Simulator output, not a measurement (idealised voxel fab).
Herein follows the process module entitled voxel tone inversion.
Section shown: cut. Width: 180 nm. Cell size: 5 nm, square.
A cross-section is a grid of square cells, given in bands from the top down. A band is one or more rows of cells. Quick guide to a band line: top height, bottom height (nm) up front; then every material left to right with its width in nm. Only one material and it's marked "edge to edge"? Then it fills the band edge to edge. And "blank" just means empty space. Convention: height 0 is the level below which the wafer, as received, is all one material. The lowest band does not terminate at the bottom but continues downward, represented as "from 0 down". Quick explanation for "30->40": the width changes in equal steps down the rows of cells, from the first number in the band's top row to the second number in its bottom row. Take "nothing changed" at face value: in the step it is given for, the cross-section changed in none of its cells. Under "Listed closed voids" you'll find the enclosed gaps, the ones with no way out to the top, that are 8 cells or bigger; each reads width x height at distance, with distance counted from the left edge, everything in nm. Where a step's line continues beyond its settings, the continuation is a remark by the simulator itself on that step. What "overlay nm" on a step's line means: if the step has a mask, that mask lay this far to the right of its planned place, or, when the value is negative, to the left.
## Steps in the process plan
1 RECEIVE: material Si
2 CONFORMAL_DEP: material SiN, thk nm 5
3 DIRECTIONAL_DEP: material aC, thk nm 15
4 PATTERN: tone cover, mask id POSTS, material resist, width nm 20, pitch nm 35, thk nm 25, overlay nm 0
5 DIRECTIONAL_ETCH: etch materials aC, depth nm 15
6 STRIP: etch materials resist
7 FILL_DEP: material SiO2, thk nm 5
8 CMP: height nm 20
9 STRIP: etch materials aC
## Shown in cross-section is the wafer as received, that is, as it stands after step 1
from 0 down: Si edge to edge
Listed closed voids: none
## Cross-section taken at module completion on the first of two wafers; processed per the plan
from 20 to 5: SiO2: 45, blank: 20, SiO2: 15, blank: 20, SiO2: 15, blank: 20, SiO2: 45
from 5 to 0: SiN edge to edge
from 0 down: Si edge to edge
Listed closed voids: none
## End of module, second wafer, cross-section. Started like the first, planned like the first, run with one mistake
from 20 to 5: blank: 45, SiO2: 20, blank: 15, SiO2: 20, blank: 15, SiO2: 20, blank: 45
from 5 to 0: SiN edge to edge
from 0 down: Si edge to edge
Listed closed voids: none
what went wrong: rather than as planned, step 4 actually ran as PATTERN: tone open, mask id POSTS, material resist, width nm 20, pitch nm 35, thk nm 25, overlay nm 0
Cell-count delta at end, second wafer over first, by material: SiO2 -36
